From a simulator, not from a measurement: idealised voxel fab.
process module | voxel fin reveal
cross-section cut | 165 nm wide | cells 5 nm
A cross-section is a grid of square cells, given in bands from the top down. A band is one or more rows of cells.
Each band's line starts with the height of the band's top and of its bottom, in nm. Then come its materials from left to right, each with its width in nm. One material with "throughout" fills the band from edge to edge. "air" is empty space.
Height 0 is the level under which the wafer as received is all one material. The lowest band goes on downwards, as in "0 down".
A width such as "30 to 40" changes by the same amount from each row of cells to the next, from the band's top row to its bottom row.
"no change" after a step means that no cell of the cross-section changed.
closed voids: empty space of 8 cells or more with no open way to the top, each as width x height at its distance from the left edge, in nm
after a step's settings: what the simulator itself notes on the step
overlay nm, on a step with a mask: how far to the right of its planned place the mask lay; to the left if negative
plan
1 op RECEIVE | material Si
2 op CONFORMAL_DEP | material SiN | thk nm 5
3 op MASKED_ETCH | tone cover | mask id FINS | width nm 15 | pitch nm 40 | etch materials SiN | depth nm 5 | overlay nm 0
4 op MASKED_ETCH | tone cover | mask id FINS | width nm 15 | pitch nm 40 | etch materials Si | depth nm 40 | overlay nm 0
5 op OXIDIZE | depth nm 5
6 op FILL_DEP | material SiO2 | thk nm 10
7 op CMP | height nm 5
8 op SELECTIVE_ETCH | etch materials SiO2 | depth nm 25
9 op STRIP | etch materials SiN
10 op CONFORMAL_DEP | material SiO2 | thk nm 5
first wafer, as planned
as received, after step 1
  0 down: Si throughout
  closed voids: none
after step 2
  5 to 0: SiN throughout
  below 0: unchanged
after step 3
  5 to 0: air 55 | SiN 15 | air 25 | SiN 15 | air 55
  below 0: unchanged
after step 4
  5 to 0: air 55 | SiN 15 | air 25 | SiN 15 | air 55
  0 to -40: air 55 | Si 15 | air 25 | Si 15 | air 55
  below -40: unchanged
after step 5
  5 to 0: air 55 | SiN 15 | air 25 | SiN 15 | air 55
  0 to -40: air 55 | SiO2 5 | Si 5 | SiO2 5 | air 25 | SiO2 5 | Si 5 | SiO2 5 | air 55
  -40 to -45: SiO2 60 | Si 5 | SiO2 35 | Si 5 | SiO2 60
  below -45: unchanged
after step 6
  15 to 5: SiO2 throughout
  5 to 0: SiO2 55 | SiN 15 | SiO2 25 | SiN 15 | SiO2 55
  0 to -45: SiO2 60 | Si 5 | SiO2 35 | Si 5 | SiO2 60
  below -45: unchanged
after step 7
  5 to 0: SiO2 55 | SiN 15 | SiO2 25 | SiN 15 | SiO2 55
  below 0: unchanged
after step 8
  5 to 0: air 55 | SiN 15 | air 25 | SiN 15 | air 55
  0 to -20: air 60 | Si 5 | air 35 | Si 5 | air 60
  below -20: unchanged
after step 9
  0 to -20: air 60 | Si 5 | air 35 | Si 5 | air 60
  below -20: unchanged
after step 10
  5 to 0: air 55 | SiO2 15 | air 25 | SiO2 15 | air 55
  0 to -15: air 55 | SiO2 5 | Si 5 | SiO2 5 | air 25 | SiO2 5 | Si 5 | SiO2 5 | air 55
  -15 to -45: SiO2 60 | Si 5 | SiO2 35 | Si 5 | SiO2 60
  below -45: unchanged
second wafer: like start, like plan, one mistake. Through step 9 it matches the first wafer
when step 10 should have ended: no change
what went wrong: step 10 was left out
at the end the second wafer has, in cells: 49 fewer of SiO2
